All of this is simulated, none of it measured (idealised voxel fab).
This section sets out a process module, namely voxel wiring stack.
Cross-section cut spans 185 nm and uses square cells 5 nm in size.
Heads up, the way a cross-section reads in here is a grid of square cells, handed over as bands from the top down, with every band being one or more rows of cells.
Band: top height; bottom height; in nm. Then, left to right: material with width in nm, for each material. "everywhere": a single material spanning edge to edge. "empty": empty space.
Heights from 0 (as-received wafer is one material below). Bottom band endless downward, as "0 -> down".
Graded width ("30->40"): value in top row of band = first number; value in bottom row = second number; row-to-row change constant.
"stayed the same" -> step changed no cross-section cell.
Basically, "Enclosed void list" tells you about the enclosed voids: empty spaces with no open way to the top, 8 cells or bigger, each written width x height at distance, where distance is from the left edge, all in nm.
It should be noted that, on the line of a given step, the content following the step's settings is a remark produced by the simulator itself with respect to that step.
What "overlay nm" on a step's line means: if the step has a mask, that mask lay this far to the right of its planned place, or, when the value is negative, to the left.
## Steps in the process plan
1. op RECEIVE | material Si
2. op CONFORMAL_DEP | material SiO2 | thk nm 15
3. op CONFORMAL_DEP | material SiCN | thk nm 5
4. op DIRECTIONAL_DEP | material SiO2 | thk nm 20
5. op MASKED_ETCH | tone open | mask id METAL_1 | width nm 30 | pitch nm 60 | etch materials SiO2 | depth nm 20 | overlay nm 0
6. op MASKED_ETCH | tone open | mask id METAL_1 | width nm 30 | pitch nm 60 | etch materials SiCN | depth nm 5 | overlay nm 0
7. op CONFORMAL_DEP | material TiN | thk nm 5
8. op FILL_DEP | material Ru | thk nm 10
9. op CMP | height nm 40
10. op CONFORMAL_DEP | material SiCN | thk nm 5
11. op DIRECTIONAL_DEP | material SiO2 | thk nm 25
12. op PATTERN | tone open | mask id METAL_2 | material resist | width nm 30 | pitch nm 60 | thk nm 15 | overlay nm 0
13. op DIRECTIONAL_ETCH | etch materials SiO2 | depth nm 15
14. op STRIP | etch materials resist
15. op MASKED_ETCH | tone open | mask id METAL_2_HOLES | width nm 15 | pitch nm 60 | etch materials SiO2 | depth nm 10 | overlay nm 0
16. op MASKED_ETCH | tone open | mask id METAL_2_HOLES | width nm 15 | pitch nm 60 | etch materials SiCN | depth nm 5 | overlay nm 0
17. op CONFORMAL_DEP | material TiN | thk nm 5
18. op FILL_DEP | material Cu | thk nm 10
19. op CMP | height nm 70
20. op CONFORMAL_DEP | material SiCN | thk nm 5
21. op DIRECTIONAL_DEP | material SiO2 | thk nm 35
22. op MASKED_ETCH | tone open | mask id METAL_3_HOLES | width nm 15 | pitch nm 120 | etch materials SiO2 | depth nm 35 | overlay nm 0
23. op MASKED_ETCH | tone open | mask id METAL_3 | width nm 30 | pitch nm 60 | etch materials SiO2 | depth nm 20 | overlay nm 0
24. op MASKED_ETCH | tone open | mask id METAL_3 | width nm 30 | pitch nm 60 | etch materials SiCN | depth nm 5 | overlay nm 0
25. op CONFORMAL_DEP | material TiN | thk nm 5
26. op FILL_DEP | material Ru | thk nm 5
27. op CMP | height nm 110
28. op CONFORMAL_DEP | material SiCN | thk nm 5
## Delivered wafer in cross-section: state after step 1
- 0 -> down | Si everywhere
- Enclosed void list: none
## Cross-sectional image of the first of two wafers at the end of the module, the run having proceeded as planned
- 115 -> 110 | SiCN everywhere
- 110 -> 95 | SiO2: 15, then TiN: 5, then Ru: 20, then TiN: 5, then SiO2: 30, then TiN: 5, then Ru: 20, then TiN: 5, then SiO2: 30, then TiN: 5, then Ru: 20, then TiN: 5, then SiO2: 20
- 95 -> 90 | SiO2: 15, then TiN: 5, then Ru: 5, then TiN: 20, then SiO2: 30, then TiN: 30, then SiO2: 30, then TiN: 5, then Ru: 5, then TiN: 20, then SiO2: 20
- 90 -> 75 | SiO2: 15, then TiN: 5, then Ru: 5, then TiN: 5, then SiO2: 105, then TiN: 5, then Ru: 5, then TiN: 5, then SiO2: 35
- 75 -> 70 | SiCN: 15, then TiN: 15, then SiCN: 105, then TiN: 15, then SiCN: 35
- 70 -> 60 | SiO2: 15, then TiN: 5, then Cu: 20, then TiN: 5, then SiO2: 30, then TiN: 5, then Cu: 20, then TiN: 5, then SiO2: 30, then TiN: 5, then Cu: 20, then TiN: 5, then SiO2: 20
- 60 -> 55 | SiO2: 15, then TiN: 5, then Cu: 5, then TiN: 20, then SiO2: 30, then TiN: 5, then Cu: 5, then TiN: 20, then SiO2: 30, then TiN: 5, then Cu: 5, then TiN: 20, then SiO2: 20
- 55 -> 45 | SiO2: 15, then TiN: 5, then Cu: 5, then TiN: 5, then SiO2: 45, then TiN: 5, then Cu: 5, then TiN: 5, then SiO2: 45, then TiN: 5, then Cu: 5, then TiN: 5, then SiO2: 35
- 45 -> 40 | SiCN: 15, then TiN: 15, then SiCN: 45, then TiN: 15, then SiCN: 45, then TiN: 15, then SiCN: 35
- 40 -> 20 | SiO2: 15, then TiN: 5, then Ru: 20, then TiN: 5, then SiO2: 30, then TiN: 5, then Ru: 20, then TiN: 5, then SiO2: 30, then TiN: 5, then Ru: 20, then TiN: 5, then SiO2: 20
- 20 -> 15 | SiCN: 15, then TiN: 30, then SiCN: 30, then TiN: 30, then SiCN: 30, then TiN: 30, then SiCN: 20
- 15 -> 0 | SiO2 everywhere
- 0 -> down | Si everywhere
- Enclosed void list: none
## second wafer at the end: like start, like plan, one mistake
- 115 -> 110 | SiCN everywhere
- 110 -> 95 | SiO2: 15, then TiN: 5, then Ru: 20, then TiN: 5, then SiO2: 30, then TiN: 5, then Ru: 20, then TiN: 5, then SiO2: 30, then TiN: 5, then Ru: 20, then TiN: 5, then SiO2: 20
- 95 -> 90 | SiO2: 15, then TiN: 5, then Ru: 5, then TiN: 20, then SiO2: 30, then TiN: 30, then SiO2: 30, then TiN: 5, then Ru: 5, then TiN: 20, then SiO2: 20
- 90 -> 75 | SiO2: 15, then TiN: 5, then Ru: 5, then TiN: 5, then SiO2: 105, then TiN: 5, then Ru: 5, then TiN: 5, then SiO2: 35
- 75 -> 70 | SiCN: 15, then TiN: 15, then SiCN: 105, then TiN: 15, then SiCN: 35
- 70 -> 65 | TiN: 20, then Cu: 20, then TiN: 40, then Cu: 20, then TiN: 40, then Cu: 20, then TiN: 25
- 65 -> 55 | SiO2: 15, then TiN: 5, then Cu: 20, then TiN: 5, then SiO2: 30, then TiN: 5, then Cu: 20, then TiN: 5, then SiO2: 30, then TiN: 5, then Cu: 20, then TiN: 5, then SiO2: 20
- 55 -> 45 | SiO2: 15, then TiN: 5, then Cu: 5, then TiN: 20->5, then SiO2: 30->45, then TiN: 5, then Cu: 5, then TiN: 20->5, then SiO2: 30->45, then TiN: 5, then Cu: 5, then TiN: 20->5, then SiO2: 20->35
- 45 -> 40 | SiCN: 15, then TiN: 15, then SiCN: 45, then TiN: 15, then SiCN: 45, then TiN: 15, then SiCN: 35
- 40 -> 20 | SiO2: 15, then TiN: 5, then Ru: 20, then TiN: 5, then SiO2: 30, then TiN: 5, then Ru: 20, then TiN: 5, then SiO2: 30, then TiN: 5, then Ru: 20, then TiN: 5, then SiO2: 20
- 20 -> 15 | SiCN: 15, then TiN: 30, then SiCN: 30, then TiN: 30, then SiCN: 30, then TiN: 30, then SiCN: 20
- 15 -> 0 | SiO2 everywhere
- 0 -> down | Si everywhere
- Enclosed void list: none
Nonconformance to the process plan: note that step 11 departed from the planned setting and was carried out as op DIRECTIONAL_DEP | material SiO2 | thk nm 20
In the final state, the cell counts of the second wafer exceed or fall short of those of the first for the following materials: +9 Cu, -28 SiO2, +19 TiN
